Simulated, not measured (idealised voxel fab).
You're looking at the process module voxel self aligned vias.
Cross-sectional view cut (width: 255 nm; square cell size: 5 nm).
If you're reading a cross-section in this doc, picture square cells in a grid; it comes to you as bands, top ones listed first down to the bottom, and a band can be one or more rows of cells.
Basically the band line says how high the top is and how high the bottom is, in nm, and then what's in it from left to right, every material with its width in nm. Empty space shows up as "empty", and if a single material carries "everywhere" it runs the full band edge to edge.
Height datum 0, below which the as-received substrate wafer is one material. Lowest band open at the bottom, running downward: "0 nm and below".
Width spec "30->40" -> top row of cells at first value, bottom row at second value, equal per-row change in between.
The designation "no modifications", where it is given for a processing step, indicates that no cell of the cross-section was altered in the course of that step.
The entry "Voids lacking openings" lists the empty spaces that cover at least 8 cells and have no open path to the top. Each is written as width x height at distance, where the distance is measured from the left edge and all three values are in nm.
Note: text after step settings on the step line = simulator remark on that step.
overlay nm: on a step with a mask, how far right of its planned place the mask lay; negative means left.
## Planned process steps
1) op RECEIVE | material Si
2) op CONFORMAL_DEP | material SiO2 | thk nm 15
3) op CONFORMAL_DEP | material SiCN | thk nm 5
4) op DIRECTIONAL_DEP | material lowk | thk nm 25
5) op PATTERN | tone open | mask id LINES | material resist | width nm 30 | pitch nm 70 | thk nm 15 | overlay nm 0
6) op DIRECTIONAL_ETCH | etch materials lowk | depth nm 25
7) op STRIP | etch materials resist
8) op CONFORMAL_DEP | material TiN | thk nm 5
9) op FILL_DEP | material W | thk nm 10
10) op CMP | height nm 45
11) op SELECTIVE_ETCH | etch materials W Ru TiN | depth nm 5
12) op FILL_DEP | material SiN | thk nm 5
13) op CMP | height nm 45
14) op DIRECTIONAL_DEP | material lowk | thk nm 15
15) op DIRECTIONAL_DEP | material aC | thk nm 15
16) op PATTERN | tone open | mask id VIAS | material resist | width nm 50 | pitch nm 70 | thk nm 30 | overlay nm 0
17) op DIRECTIONAL_ETCH | etch materials aC | depth nm 15
18) op STRIP | etch materials resist
19) op DIRECTIONAL_ETCH | etch materials lowk | depth nm 15
20) op DIRECTIONAL_ETCH | etch materials SiN | depth nm 5
21) op STRIP | etch materials aC
22) op CONFORMAL_DEP | material TiN | thk nm 5
23) op FILL_DEP | material Cu | thk nm 10
24) op CMP | height nm 60
25) op CONFORMAL_DEP | material SiN | thk nm 5
## Account of the first of two wafers, which was processed as intended
## Cross-section of the wafer upon arrival, representing the state reached after step 1
    0 nm and below | Si everywhere
    Voids lacking openings: none
## Cross-section through the wafer, step 2 finished
    15 nm to 0 nm | SiO2 everywhere
    Under 0: no change, same as before.
## Cross-section through the wafer, step 3 finished
    20 nm to 15 nm | SiCN everywhere
    Under 15: no change, same as before.
## Cross-section through the wafer, step 4 finished
    45 nm to 20 nm | lowk everywhere
    Under 20: no change, same as before.
## Cross-section through the wafer, step 5 finished
    60 nm to 45 nm | resist: 75, empty: 30, resist: 40, empty: 30, resist: 80
    Under 45: no change, same as before.
## Cross-section through the wafer, step 6 finished
    60 nm to 45 nm | resist: 75, empty: 30, resist: 40, empty: 30, resist: 80
    45 nm to 20 nm | lowk: 75, empty: 30, lowk: 40, empty: 30, lowk: 80
    Under 20: no change, same as before.
## Cross-section through the wafer, step 7 finished
    45 nm to 20 nm | lowk: 75, empty: 30, lowk: 40, empty: 30, lowk: 80
    Under 20: no change, same as before.
## Cross-section through the wafer, step 8 finished
    50 nm to 45 nm | TiN: 80, empty: 20, TiN: 50, empty: 20, TiN: 85
    45 nm to 25 nm | lowk: 75, TiN: 5, empty: 20, TiN: 5, lowk: 40, TiN: 5, empty: 20, TiN: 5, lowk: 80
    25 nm to 20 nm | lowk: 75, TiN: 30, lowk: 40, TiN: 30, lowk: 80
    Under 20: no change, same as before.
## Cross-section through the wafer, step 9 finished
    60 nm to 50 nm | W everywhere
    50 nm to 45 nm | TiN: 80, W: 20, TiN: 50, W: 20, TiN: 85
    45 nm to 25 nm | lowk: 75, TiN: 5, W: 20, TiN: 5, lowk: 40, TiN: 5, W: 20, TiN: 5, lowk: 80
    Under 25: no change, same as before.
## Cross-section through the wafer, step 10 finished
    45 nm to 25 nm | lowk: 75, TiN: 5, W: 20, TiN: 5, lowk: 40, TiN: 5, W: 20, TiN: 5, lowk: 80
    Under 25: no change, same as before.
## Cross-section through the wafer, step 11 finished
    45 nm to 40 nm | lowk: 75, empty: 30, lowk: 40, empty: 30, lowk: 80
    Under 40: no change, same as before.
## Cross-section through the wafer, step 12 finished
    50 nm to 45 nm | SiN everywhere
    45 nm to 40 nm | lowk: 75, SiN: 30, lowk: 40, SiN: 30, lowk: 80
    Under 40: no change, same as before.
## Cross-section through the wafer, step 13 finished
    45 nm to 40 nm | lowk: 75, SiN: 30, lowk: 40, SiN: 30, lowk: 80
    Under 40: no change, same as before.
## Cross-section through the wafer, step 14 finished
    60 nm to 45 nm | lowk everywhere
    Under 45: no change, same as before.
## Cross-section through the wafer, step 15 finished
    75 nm to 60 nm | aC everywhere
    Under 60: no change, same as before.
## Cross-section through the wafer, step 16 finished
    105 nm to 75 nm | resist: 65, empty: 50, resist: 20, empty: 50, resist: 70
    Under 75: no change, same as before.
## Cross-section through the wafer, step 17 finished
    90 nm to 75 nm | resist: 65, empty: 50, resist: 20, empty: 50, resist: 70
    75 nm to 60 nm | aC: 65, empty: 50, aC: 20, empty: 50, aC: 70
    Under 60: no change, same as before.
## Cross-section through the wafer, step 18 finished
    75 nm to 60 nm | aC: 65, empty: 50, aC: 20, empty: 50, aC: 70
    Under 60: no change, same as before.
## Cross-section through the wafer, step 19 finished
    75 nm to 60 nm | aC: 65, empty: 50, aC: 20, empty: 50, aC: 70
    60 nm to 45 nm | lowk: 65, empty: 50, lowk: 20, empty: 50, lowk: 70
    Under 45: no change, same as before.
## Cross-section through the wafer, step 20 finished
    75 nm to 60 nm | aC: 65, empty: 50, aC: 20, empty: 50, aC: 70
    60 nm to 45 nm | lowk: 65, empty: 50, lowk: 20, empty: 50, lowk: 70
    45 nm to 40 nm | lowk: 75, empty: 30, lowk: 40, empty: 30, lowk: 80
    Under 40: no change, same as before.
## Cross-section through the wafer, step 21 finished
    60 nm to 45 nm | lowk: 65, empty: 50, lowk: 20, empty: 50, lowk: 70
    Under 45: no change, same as before.
## Cross-section through the wafer, step 22 finished
    65 nm to 60 nm | TiN: 70, empty: 40, TiN: 30, empty: 40, TiN: 75
    60 nm to 50 nm | lowk: 65, TiN: 5, empty: 40, TiN: 5, lowk: 20, TiN: 5, empty: 40, TiN: 5, lowk: 70
    50 nm to 45 nm | lowk: 65, TiN: 15, empty: 20, TiN: 15, lowk: 20, TiN: 15, empty: 20, TiN: 15, lowk: 70
    45 nm to 40 nm | lowk: 75, TiN: 30, lowk: 40, TiN: 30, lowk: 80
    Under 40: no change, same as before.
## Cross-section through the wafer, step 23 finished
    75 nm to 65 nm | Cu everywhere
    65 nm to 60 nm | TiN: 70, Cu: 40, TiN: 30, Cu: 40, TiN: 75
    60 nm to 50 nm | lowk: 65, TiN: 5, Cu: 40, TiN: 5, lowk: 20, TiN: 5, Cu: 40, TiN: 5, lowk: 70
    50 nm to 45 nm | lowk: 65, TiN: 15, Cu: 20, TiN: 15, lowk: 20, TiN: 15, Cu: 20, TiN: 15, lowk: 70
    Under 45: no change, same as before.
## Cross-section through the wafer, step 24 finished
    60 nm to 50 nm | lowk: 65, TiN: 5, Cu: 40, TiN: 5, lowk: 20, TiN: 5, Cu: 40, TiN: 5, lowk: 70
    Under 50: no change, same as before.
## Cross-section through the wafer, step 25 finished
    65 nm to 60 nm | SiN everywhere
    Under 60: no change, same as before.
## Here the second wafer is described. Its start and its plan were those of the first wafer. Its run contained one mistake. Up to and including step 1, it did exactly what the first wafer did
## Cross-section of the second wafer at the time step 2 of the plan should have ended
    5 nm to 0 nm | SiCN everywhere
    Under 0: no change, same as before.
## Cross-section of the second wafer at the time step 3 of the plan should have ended
    20 nm to 5 nm | SiO2 everywhere
    Under 5: no change, same as before.
## Cross-section of the second wafer at the time step 4 of the plan should have ended
    45 nm to 20 nm | lowk everywhere
    Under 20: no change, same as before.
## Cross-section of the second wafer at the time step 5 of the plan should have ended
    60 nm to 45 nm | resist: 75, empty: 30, resist: 40, empty: 30, resist: 80
    Under 45: no change, same as before.
## Cross-section of the second wafer at the time step 6 of the plan should have ended
    60 nm to 45 nm | resist: 75, empty: 30, resist: 40, empty: 30, resist: 80
    45 nm to 20 nm | lowk: 75, empty: 30, lowk: 40, empty: 30, lowk: 80
    Under 20: no change, same as before.
## Cross-section of the second wafer at the time step 7 of the plan should have ended
    45 nm to 20 nm | lowk: 75, empty: 30, lowk: 40, empty: 30, lowk: 80
    Under 20: no change, same as before.
## Cross-section of the second wafer at the time step 8 of the plan should have ended
    50 nm to 45 nm | TiN: 80, empty: 20, TiN: 50, empty: 20, TiN: 85
    45 nm to 25 nm | lowk: 75, TiN: 5, empty: 20, TiN: 5, lowk: 40, TiN: 5, empty: 20, TiN: 5, lowk: 80
    25 nm to 20 nm | lowk: 75, TiN: 30, lowk: 40, TiN: 30, lowk: 80
    Under 20: no change, same as before.
## Cross-section of the second wafer at the time step 9 of the plan should have ended
    60 nm to 50 nm | W everywhere
    50 nm to 45 nm | TiN: 80, W: 20, TiN: 50, W: 20, TiN: 85
    45 nm to 25 nm | lowk: 75, TiN: 5, W: 20, TiN: 5, lowk: 40, TiN: 5, W: 20, TiN: 5, lowk: 80
    Under 25: no change, same as before.
## Cross-section of the second wafer at the time step 10 of the plan should have ended
    45 nm to 25 nm | lowk: 75, TiN: 5, W: 20, TiN: 5, lowk: 40, TiN: 5, W: 20, TiN: 5, lowk: 80
    Under 25: no change, same as before.
## Cross-section of the second wafer at the time step 11 of the plan should have ended
    45 nm to 40 nm | lowk: 75, empty: 30, lowk: 40, empty: 30, lowk: 80
    Under 40: no change, same as before.
## Cross-section of the second wafer at the time step 12 of the plan should have ended
    50 nm to 45 nm | SiN everywhere
    45 nm to 40 nm | lowk: 75, SiN: 30, lowk: 40, SiN: 30, lowk: 80
    Under 40: no change, same as before.
## Cross-section of the second wafer at the time step 13 of the plan should have ended
    45 nm to 40 nm | lowk: 75, SiN: 30, lowk: 40, SiN: 30, lowk: 80
    Under 40: no change, same as before.
## Cross-section of the second wafer at the time step 14 of the plan should have ended
    60 nm to 45 nm | lowk everywhere
    Under 45: no change, same as before.
## Cross-section of the second wafer at the time step 15 of the plan should have ended
    75 nm to 60 nm | aC everywhere
    Under 60: no change, same as before.
## Cross-section of the second wafer at the time step 16 of the plan should have ended
    105 nm to 75 nm | resist: 65, empty: 50, resist: 20, empty: 50, resist: 70
    Under 75: no change, same as before.
## Cross-section of the second wafer at the time step 17 of the plan should have ended
    90 nm to 75 nm | resist: 65, empty: 50, resist: 20, empty: 50, resist: 70
    75 nm to 60 nm | aC: 65, empty: 50, aC: 20, empty: 50, aC: 70
    Under 60: no change, same as before.
## Cross-section of the second wafer at the time step 18 of the plan should have ended
    75 nm to 60 nm | aC: 65, empty: 50, aC: 20, empty: 50, aC: 70
    Under 60: no change, same as before.
## Cross-section of the second wafer at the time step 19 of the plan should have ended
    75 nm to 60 nm | aC: 65, empty: 50, aC: 20, empty: 50, aC: 70
    60 nm to 45 nm | lowk: 65, empty: 50, lowk: 20, empty: 50, lowk: 70
    Under 45: no change, same as before.
## Cross-section of the second wafer at the time step 20 of the plan should have ended
    75 nm to 60 nm | aC: 65, empty: 50, aC: 20, empty: 50, aC: 70
    60 nm to 45 nm | lowk: 65, empty: 50, lowk: 20, empty: 50, lowk: 70
    45 nm to 40 nm | lowk: 75, empty: 30, lowk: 40, empty: 30, lowk: 80
    Under 40: no change, same as before.
## Cross-section of the second wafer at the time step 21 of the plan should have ended
    60 nm to 45 nm | lowk: 65, empty: 50, lowk: 20, empty: 50, lowk: 70
    Under 45: no change, same as before.
## Cross-section of the second wafer at the time step 22 of the plan should have ended
    65 nm to 60 nm | TiN: 70, empty: 40, TiN: 30, empty: 40, TiN: 75
    60 nm to 50 nm | lowk: 65, TiN: 5, empty: 40, TiN: 5, lowk: 20, TiN: 5, empty: 40, TiN: 5, lowk: 70
    50 nm to 45 nm | lowk: 65, TiN: 15, empty: 20, TiN: 15, lowk: 20, TiN: 15, empty: 20, TiN: 15, lowk: 70
    45 nm to 40 nm | lowk: 75, TiN: 30, lowk: 40, TiN: 30, lowk: 80
    Under 40: no change, same as before.
## Cross-section of the second wafer at the time step 23 of the plan should have ended
    75 nm to 65 nm | Cu everywhere
    65 nm to 60 nm | TiN: 70, Cu: 40, TiN: 30, Cu: 40, TiN: 75
    60 nm to 50 nm | lowk: 65, TiN: 5, Cu: 40, TiN: 5, lowk: 20, TiN: 5, Cu: 40, TiN: 5, lowk: 70
    50 nm to 45 nm | lowk: 65, TiN: 15, Cu: 20, TiN: 15, lowk: 20, TiN: 15, Cu: 20, TiN: 15, lowk: 70
    Under 45: no change, same as before.
## Cross-section of the second wafer at the time step 24 of the plan should have ended
    60 nm to 50 nm | lowk: 65, TiN: 5, Cu: 40, TiN: 5, lowk: 20, TiN: 5, Cu: 40, TiN: 5, lowk: 70
    Under 50: no change, same as before.
## Cross-section of the second wafer at the time step 25 of the plan should have ended
    65 nm to 60 nm | SiN everywhere
    Under 60: no change, same as before.
So what did we get wrong on this run? steps 2 and 3 got flipped, so each one ran where the other should have
So at the finish, the second wafer's got exactly as many cells of each material as the first, just not in the same spots.
